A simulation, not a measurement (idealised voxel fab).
Process module heading - voxel capacitor over wiring
Square cell edge 5 nm, section width 195 nm, ID cut.
The cross-sections in this document take the form of a grid made of square cells. They are written out as bands, in order from top to bottom. Each band consists of one or more rows of cells. Top, bottom (nm), then materials left to right with widths (nm); lone material tagged "everywhere" fills the whole band edge to edge; "empty" = empty space. Heights are measured from 0, the level below which the as-received wafer is all one material; the lowest band has no bottom and continues downward, written as in "from 0 down". Width "30..40": first value at the band's top row of cells, second value at its bottom row, equal change from row to row. Basically "nothing was modified" means that step didn't change any cell in the cross-section. Entry "Sealed void listing" = empty spaces >= 8 cells with no open way to the top; each as width x height at distance, distance from left edge, all nm. Read whatever lies past the settings on a step's line as the simulator's own remark about the step. The optional step-line setting "overlay nm" applies to steps with a mask and quantifies how far to the right of its planned location the mask lay, a negative value indicating leftward placement.

# Planned step list for the process
- 1: RECEIVE (material Si)
- 2: CONFORMAL_DEP (material SiO2; thk nm 10)
- 3: CONFORMAL_DEP (material SiCN; thk nm 5)
- 4: DIRECTIONAL_DEP (material lowk; thk nm 15)
- 5: PATTERN (tone open; mask id METAL_1; material resist; width nm 25; pitch nm 80; thk nm 15; overlay nm 0)
- 6: DIRECTIONAL_ETCH (etch materials lowk; depth nm 15)
- 7: DIRECTIONAL_ETCH (etch materials SiCN; depth nm 5)
- 8: STRIP (etch materials resist)
- 9: CONFORMAL_DEP (material TiN; thk nm 5)
- 10: FILL_DEP (material Cu; thk nm 10)
- 11: CMP (height nm 30)
- 12: EPI (material Ru; thk nm 5)
- 13: FILL_DEP (material SiCN; thk nm 5)
- 14: DIRECTIONAL_DEP (material lowk; thk nm 10)
- 15: MASKED_ETCH (tone open; mask id PLUG_1; width nm 15; etch materials lowk; depth nm 10; overlay nm 0)
- 16: MASKED_ETCH (tone open; mask id PLUG_1; width nm 15; etch materials SiCN; depth nm 5; overlay nm 0)
- 17: EPI (material Ru; thk nm 10)
- 18: EPI (material Ru; thk nm 5)
- 19: DIRECTIONAL_DEP (material TiN; thk nm 10)
- 20: DIRECTIONAL_DEP (material SiN; thk nm 5)
- 21: DIRECTIONAL_DEP (material TiN; thk nm 10)
- 22: DIRECTIONAL_DEP (material aC; thk nm 10)
- 23: PATTERN (tone cover; mask id UPPER_PLATE; material resist; width nm 60; thk nm 30; overlay nm 0)
- 24: DIRECTIONAL_ETCH (etch materials aC; depth nm 10)
- 25: STRIP (etch materials resist)
- 26: DIRECTIONAL_ETCH (etch materials TiN; depth nm 10)
- 27: DIRECTIONAL_ETCH (etch materials SiN; depth nm 5)
- 28: STRIP (etch materials aC)
- 29: MASKED_ETCH (tone cover; mask id LOWER_PLATE; width nm 70; etch materials TiN; depth nm 10; overlay nm 0)
- 30: FILL_DEP (material SiO2; thk nm 15)
- 31: CMP (height nm 85)
- 32: PATTERN (tone open; mask id PLUG_2; material resist; width nm 15; thk nm 20; overlay nm 0)
- 33: DIRECTIONAL_ETCH (etch materials SiO2; depth nm 10)
- 34: STRIP (etch materials resist)
- 35: CONFORMAL_DEP (material TiN; thk nm 5)
- 36: FILL_DEP (material Cu; thk nm 5)
- 37: CMP (height nm 85)
- 38: CONFORMAL_DEP (material SiCN; thk nm 5)

# Concerning the first of two wafers, which was run in accordance with the plan

# Cross-sectional view of the wafer in its as-received condition, corresponding to the state after step 1
from 0 down | Si everywhere
Sealed void listing: none

# Once step 2 is through, the wafer looks like this in cross-section
from 10 to 0 | SiO2 everywhere
Below a height of 0, the structure has not been altered.

# Once step 3 is through, the wafer looks like this in cross-section
from 15 to 10 | SiCN everywhere
Below a height of 10, the structure has not been altered.

# Once step 4 is through, the wafer looks like this in cross-section
from 30 to 15 | lowk everywhere
Below a height of 15, the structure has not been altered.

# Once step 5 is through, the wafer looks like this in cross-section
from 45 to 30 | resist: 45, empty: 25, resist: 55, empty: 25, resist: 45
Below a height of 30, the structure has not been altered.

# Once step 6 is through, the wafer looks like this in cross-section
from 45 to 30 | resist: 45, empty: 25, resist: 55, empty: 25, resist: 45
from 30 to 15 | lowk: 45, empty: 25, lowk: 55, empty: 25, lowk: 45
Below a height of 15, the structure has not been altered.

# Once step 7 is through, the wafer looks like this in cross-section
from 45 to 30 | resist: 45, empty: 25, resist: 55, empty: 25, resist: 45
from 30 to 15 | lowk: 45, empty: 25, lowk: 55, empty: 25, lowk: 45
from 15 to 10 | SiCN: 45, empty: 25, SiCN: 55, empty: 25, SiCN: 45
Below a height of 10, the structure has not been altered.

# Once step 8 is through, the wafer looks like this in cross-section
from 30 to 15 | lowk: 45, empty: 25, lowk: 55, empty: 25, lowk: 45
Below a height of 15, the structure has not been altered.

# Once step 9 is through, the wafer looks like this in cross-section
from 35 to 30 | TiN: 50, empty: 15, TiN: 65, empty: 15, TiN: 50
from 30 to 15 | lowk: 45, TiN: 5, empty: 15, TiN: 5, lowk: 55, TiN: 5, empty: 15, TiN: 5, lowk: 45
from 15 to 10 | SiCN: 45, TiN: 25, SiCN: 55, TiN: 25, SiCN: 45
Below a height of 10, the structure has not been altered.

# Once step 10 is through, the wafer looks like this in cross-section
from 45 to 35 | Cu everywhere
from 35 to 30 | TiN: 50, Cu: 15, TiN: 65, Cu: 15, TiN: 50
from 30 to 15 | lowk: 45, TiN: 5, Cu: 15, TiN: 5, lowk: 55, TiN: 5, Cu: 15, TiN: 5, lowk: 45
Below a height of 15, the structure has not been altered.

# Once step 11 is through, the wafer looks like this in cross-section
from 30 to 15 | lowk: 45, TiN: 5, Cu: 15, TiN: 5, lowk: 55, TiN: 5, Cu: 15, TiN: 5, lowk: 45
Below a height of 15, the structure has not been altered.

# Once step 12 is through, the wafer looks like this in cross-section
from 35 to 30 | empty: 40, Ru: 35, empty: 45, Ru: 35, empty: 40
Below a height of 30, the structure has not been altered.

# Once step 13 is through, the wafer looks like this in cross-section
from 40 to 35 | SiCN everywhere
from 35 to 30 | SiCN: 40, Ru: 35, SiCN: 45, Ru: 35, SiCN: 40
Below a height of 30, the structure has not been altered.

# Once step 14 is through, the wafer looks like this in cross-section
from 50 to 40 | lowk everywhere
Below a height of 40, the structure has not been altered.

# Once step 15 is through, the wafer looks like this in cross-section
from 50 to 40 | lowk: 55, empty: 15, lowk: 125
Below a height of 40, the structure has not been altered.

# Once step 16 is through, the wafer looks like this in cross-section
from 50 to 40 | lowk: 55, empty: 15, lowk: 125
from 40 to 35 | SiCN: 55, empty: 15, SiCN: 125
Below a height of 35, the structure has not been altered.

# Once step 17 is through, the wafer looks like this in cross-section
from 50 to 45 | lowk: 55, empty: 15, lowk: 125
from 45 to 40 | lowk: 55, Ru: 15, lowk: 125
from 40 to 35 | SiCN: 55, Ru: 15, SiCN: 125
Below a height of 35, the structure has not been altered.

# Once step 18 is through, the wafer looks like this in cross-section
from 50 to 40 | lowk: 55, Ru: 15, lowk: 125
Below a height of 40, the structure has not been altered.

# Once step 19 is through, the wafer looks like this in cross-section
from 60 to 50 | TiN everywhere
Below a height of 50, the structure has not been altered.

# Once step 20 is through, the wafer looks like this in cross-section
from 65 to 60 | SiN everywhere
Below a height of 60, the structure has not been altered.

# Once step 21 is through, the wafer looks like this in cross-section
from 75 to 65 | TiN everywhere
Below a height of 65, the structure has not been altered.

# Once step 22 is through, the wafer looks like this in cross-section
from 85 to 75 | aC everywhere
Below a height of 75, the structure has not been altered.

# Once step 23 is through, the wafer looks like this in cross-section
from 115 to 85 | empty: 55, resist: 60, empty: 80
Below a height of 85, the structure has not been altered.

# Once step 24 is through, the wafer looks like this in cross-section
from 105 to 85 | empty: 55, resist: 60, empty: 80
from 85 to 75 | empty: 55, aC: 60, empty: 80
Below a height of 75, the structure has not been altered.

# Once step 25 is through, the wafer looks like this in cross-section
from 85 to 75 | empty: 55, aC: 60, empty: 80
Below a height of 75, the structure has not been altered.

# Once step 26 is through, the wafer looks like this in cross-section
from 85 to 75 | empty: 55, aC: 60, empty: 80
from 75 to 65 | empty: 55, TiN: 60, empty: 80
Below a height of 65, the structure has not been altered.

# Once step 27 is through, the wafer looks like this in cross-section
from 85 to 75 | empty: 55, aC: 60, empty: 80
from 75 to 65 | empty: 55, TiN: 60, empty: 80
from 65 to 60 | empty: 55, SiN: 60, empty: 80
Below a height of 60, the structure has not been altered.

# Once step 28 is through, the wafer looks like this in cross-section
from 75 to 65 | empty: 55, TiN: 60, empty: 80
Below a height of 65, the structure has not been altered.

# Once step 29 is through, the wafer looks like this in cross-section
from 75 to 65 | empty: 55, TiN: 60, empty: 80
from 65 to 60 | empty: 55, SiN: 60, empty: 80
from 60 to 50 | empty: 50, TiN: 70, empty: 75
Below a height of 50, the structure has not been altered.

# Once step 30 is through, the wafer looks like this in cross-section
from 90 to 75 | SiO2 everywhere
from 75 to 65 | SiO2: 55, TiN: 60, SiO2: 80
from 65 to 60 | SiO2: 55, SiN: 60, SiO2: 80
from 60 to 50 | SiO2: 50, TiN: 70, SiO2: 75
Below a height of 50, the structure has not been altered.

# Once step 31 is through, the wafer looks like this in cross-section
from 85 to 75 | SiO2 everywhere
Below a height of 75, the structure has not been altered.

# Once step 32 is through, the wafer looks like this in cross-section
from 105 to 85 | resist: 65, empty: 15, resist: 115
Below a height of 85, the structure has not been altered.

# Once step 33 is through, the wafer looks like this in cross-section
from 105 to 85 | resist: 65, empty: 15, resist: 115
from 85 to 75 | SiO2: 65, empty: 15, SiO2: 115
Below a height of 75, the structure has not been altered.

# Once step 34 is through, the wafer looks like this in cross-section
from 85 to 75 | SiO2: 65, empty: 15, SiO2: 115
Below a height of 75, the structure has not been altered.

# Once step 35 is through, the wafer looks like this in cross-section
from 90 to 85 | TiN: 70, empty: 5, TiN: 120
from 85 to 80 | SiO2: 65, TiN: 5, empty: 5, TiN: 5, SiO2: 115
from 80 to 75 | SiO2: 65, TiN: 15, SiO2: 115
Below a height of 75, the structure has not been altered.

# Once step 36 is through, the wafer looks like this in cross-section
from 95 to 90 | Cu everywhere
from 90 to 85 | TiN: 70, Cu: 5, TiN: 120
from 85 to 80 | SiO2: 65, TiN: 5, Cu: 5, TiN: 5, SiO2: 115
Below a height of 80, the structure has not been altered.

# Once step 37 is through, the wafer looks like this in cross-section
from 85 to 80 | SiO2: 65, TiN: 5, Cu: 5, TiN: 5, SiO2: 115
Below a height of 80, the structure has not been altered.

# Once step 38 is through, the wafer looks like this in cross-section
from 90 to 85 | SiCN everywhere
Below a height of 85, the structure has not been altered.

# Wafer two. Identical start, identical plan. One mistake in execution. Identical history through step 2

# Second wafer shown in cross-section at the time step 3 was slated to end
from 25 to 10 | SiCN everywhere
Below a height of 10, the structure has not been altered.

# Second wafer shown in cross-section at the time step 4 was slated to end
from 40 to 25 | lowk everywhere
Below a height of 25, the structure has not been altered.

# Second wafer shown in cross-section at the time step 5 was slated to end
from 55 to 40 | resist: 45, empty: 25, resist: 55, empty: 25, resist: 45
Below a height of 40, the structure has not been altered.

# Second wafer shown in cross-section at the time step 6 was slated to end
from 55 to 40 | resist: 45, empty: 25, resist: 55, empty: 25, resist: 45
from 40 to 25 | lowk: 45, empty: 25, lowk: 55, empty: 25, lowk: 45
Below a height of 25, the structure has not been altered.

# Second wafer shown in cross-section at the time step 7 was slated to end
from 55 to 40 | resist: 45, empty: 25, resist: 55, empty: 25, resist: 45
from 40 to 25 | lowk: 45, empty: 25, lowk: 55, empty: 25, lowk: 45
from 25 to 20 | SiCN: 45, empty: 25, SiCN: 55, empty: 25, SiCN: 45
Below a height of 20, the structure has not been altered.

# Second wafer shown in cross-section at the time step 8 was slated to end
from 40 to 25 | lowk: 45, empty: 25, lowk: 55, empty: 25, lowk: 45
Below a height of 25, the structure has not been altered.

# Second wafer shown in cross-section at the time step 9 was slated to end
from 45 to 40 | TiN: 50, empty: 15, TiN: 65, empty: 15, TiN: 50
from 40 to 25 | lowk: 45, TiN: 5, empty: 15, TiN: 5, lowk: 55, TiN: 5, empty: 15, TiN: 5, lowk: 45
from 25 to 20 | SiCN: 45, TiN: 25, SiCN: 55, TiN: 25, SiCN: 45
Below a height of 20, the structure has not been altered.

# Second wafer shown in cross-section at the time step 10 was slated to end
from 55 to 45 | Cu everywhere
from 45 to 40 | TiN: 50, Cu: 15, TiN: 65, Cu: 15, TiN: 50
from 40 to 25 | lowk: 45, TiN: 5, Cu: 15, TiN: 5, lowk: 55, TiN: 5, Cu: 15, TiN: 5, lowk: 45
Below a height of 25, the structure has not been altered.

# Second wafer shown in cross-section at the time step 11 was slated to end
from 30 to 25 | lowk: 45, TiN: 5, Cu: 15, TiN: 5, lowk: 55, TiN: 5, Cu: 15, TiN: 5, lowk: 45
Below a height of 25, the structure has not been altered.

# Second wafer shown in cross-section at the time step 12 was slated to end
from 35 to 30 | empty: 40, Ru: 35, empty: 45, Ru: 35, empty: 40
Below a height of 30, the structure has not been altered.

# Second wafer shown in cross-section at the time step 13 was slated to end
from 40 to 35 | SiCN everywhere
from 35 to 30 | SiCN: 40, Ru: 35, SiCN: 45, Ru: 35, SiCN: 40
Below a height of 30, the structure has not been altered.

# Second wafer shown in cross-section at the time step 14 was slated to end
from 50 to 40 | lowk everywhere
Below a height of 40, the structure has not been altered.

# Second wafer shown in cross-section at the time step 15 was slated to end
from 50 to 40 | lowk: 55, empty: 15, lowk: 125
Below a height of 40, the structure has not been altered.

# Second wafer shown in cross-section at the time step 16 was slated to end
from 50 to 40 | lowk: 55, empty: 15, lowk: 125
from 40 to 35 | SiCN: 55, empty: 15, SiCN: 125
Below a height of 35, the structure has not been altered.

# Second wafer shown in cross-section at the time step 17 was slated to end
from 50 to 45 | lowk: 55, empty: 15, lowk: 125
from 45 to 40 | lowk: 55, Ru: 15, lowk: 125
from 40 to 35 | SiCN: 55, Ru: 15, SiCN: 125
Below a height of 35, the structure has not been altered.

# Second wafer shown in cross-section at the time step 18 was slated to end
from 50 to 40 | lowk: 55, Ru: 15, lowk: 125
Below a height of 40, the structure has not been altered.

# Second wafer shown in cross-section at the time step 19 was slated to end
from 60 to 50 | TiN everywhere
Below a height of 50, the structure has not been altered.

# Second wafer shown in cross-section at the time step 20 was slated to end
from 65 to 60 | SiN everywhere
Below a height of 60, the structure has not been altered.

# Second wafer shown in cross-section at the time step 21 was slated to end
from 75 to 65 | TiN everywhere
Below a height of 65, the structure has not been altered.

# Second wafer shown in cross-section at the time step 22 was slated to end
from 85 to 75 | aC everywhere
Below a height of 75, the structure has not been altered.

# Second wafer shown in cross-section at the time step 23 was slated to end
from 115 to 85 | empty: 55, resist: 60, empty: 80
Below a height of 85, the structure has not been altered.

# Second wafer shown in cross-section at the time step 24 was slated to end
from 105 to 85 | empty: 55, resist: 60, empty: 80
from 85 to 75 | empty: 55, aC: 60, empty: 80
Below a height of 75, the structure has not been altered.

# Second wafer shown in cross-section at the time step 25 was slated to end
from 85 to 75 | empty: 55, aC: 60, empty: 80
Below a height of 75, the structure has not been altered.

# Second wafer shown in cross-section at the time step 26 was slated to end
from 85 to 75 | empty: 55, aC: 60, empty: 80
from 75 to 65 | empty: 55, TiN: 60, empty: 80
Below a height of 65, the structure has not been altered.

# Second wafer shown in cross-section at the time step 27 was slated to end
from 85 to 75 | empty: 55, aC: 60, empty: 80
from 75 to 65 | empty: 55, TiN: 60, empty: 80
from 65 to 60 | empty: 55, SiN: 60, empty: 80
Below a height of 60, the structure has not been altered.

# Second wafer shown in cross-section at the time step 28 was slated to end
from 75 to 65 | empty: 55, TiN: 60, empty: 80
Below a height of 65, the structure has not been altered.

# Second wafer shown in cross-section at the time step 29 was slated to end
from 75 to 65 | empty: 55, TiN: 60, empty: 80
from 65 to 60 | empty: 55, SiN: 60, empty: 80
from 60 to 50 | empty: 50, TiN: 70, empty: 75
Below a height of 50, the structure has not been altered.

# Second wafer shown in cross-section at the time step 30 was slated to end
from 90 to 75 | SiO2 everywhere
from 75 to 65 | SiO2: 55, TiN: 60, SiO2: 80
from 65 to 60 | SiO2: 55, SiN: 60, SiO2: 80
from 60 to 50 | SiO2: 50, TiN: 70, SiO2: 75
Below a height of 50, the structure has not been altered.

# Second wafer shown in cross-section at the time step 31 was slated to end
from 85 to 75 | SiO2 everywhere
Below a height of 75, the structure has not been altered.

# Second wafer shown in cross-section at the time step 32 was slated to end
from 105 to 85 | resist: 65, empty: 15, resist: 115
Below a height of 85, the structure has not been altered.

# Second wafer shown in cross-section at the time step 33 was slated to end
from 105 to 85 | resist: 65, empty: 15, resist: 115
from 85 to 75 | SiO2: 65, empty: 15, SiO2: 115
Below a height of 75, the structure has not been altered.

# Second wafer shown in cross-section at the time step 34 was slated to end
from 85 to 75 | SiO2: 65, empty: 15, SiO2: 115
Below a height of 75, the structure has not been altered.

# Second wafer shown in cross-section at the time step 35 was slated to end
from 90 to 85 | TiN: 70, empty: 5, TiN: 120
from 85 to 80 | SiO2: 65, TiN: 5, empty: 5, TiN: 5, SiO2: 115
from 80 to 75 | SiO2: 65, TiN: 15, SiO2: 115
Below a height of 75, the structure has not been altered.

# Second wafer shown in cross-section at the time step 36 was slated to end
from 95 to 90 | Cu everywhere
from 90 to 85 | TiN: 70, Cu: 5, TiN: 120
from 85 to 80 | SiO2: 65, TiN: 5, Cu: 5, TiN: 5, SiO2: 115
Below a height of 80, the structure has not been altered.

# Second wafer shown in cross-section at the time step 37 was slated to end
from 85 to 80 | SiO2: 65, TiN: 5, Cu: 5, TiN: 5, SiO2: 115
Below a height of 80, the structure has not been altered.

# Second wafer shown in cross-section at the time step 38 was slated to end
from 90 to 85 | SiCN everywhere
Below a height of 85, the structure has not been altered.
In executing the process, a mistake was made relative to the plan: step 3 was run on a setting that differed from the plan, and what really ran there is CONFORMAL_DEP (material SiCN; thk nm 15)
FYI, end of process, the second wafer has more or fewer cells of some materials than the first: -12 Cu | +78 SiCN | -8 TiN | -58 lowk
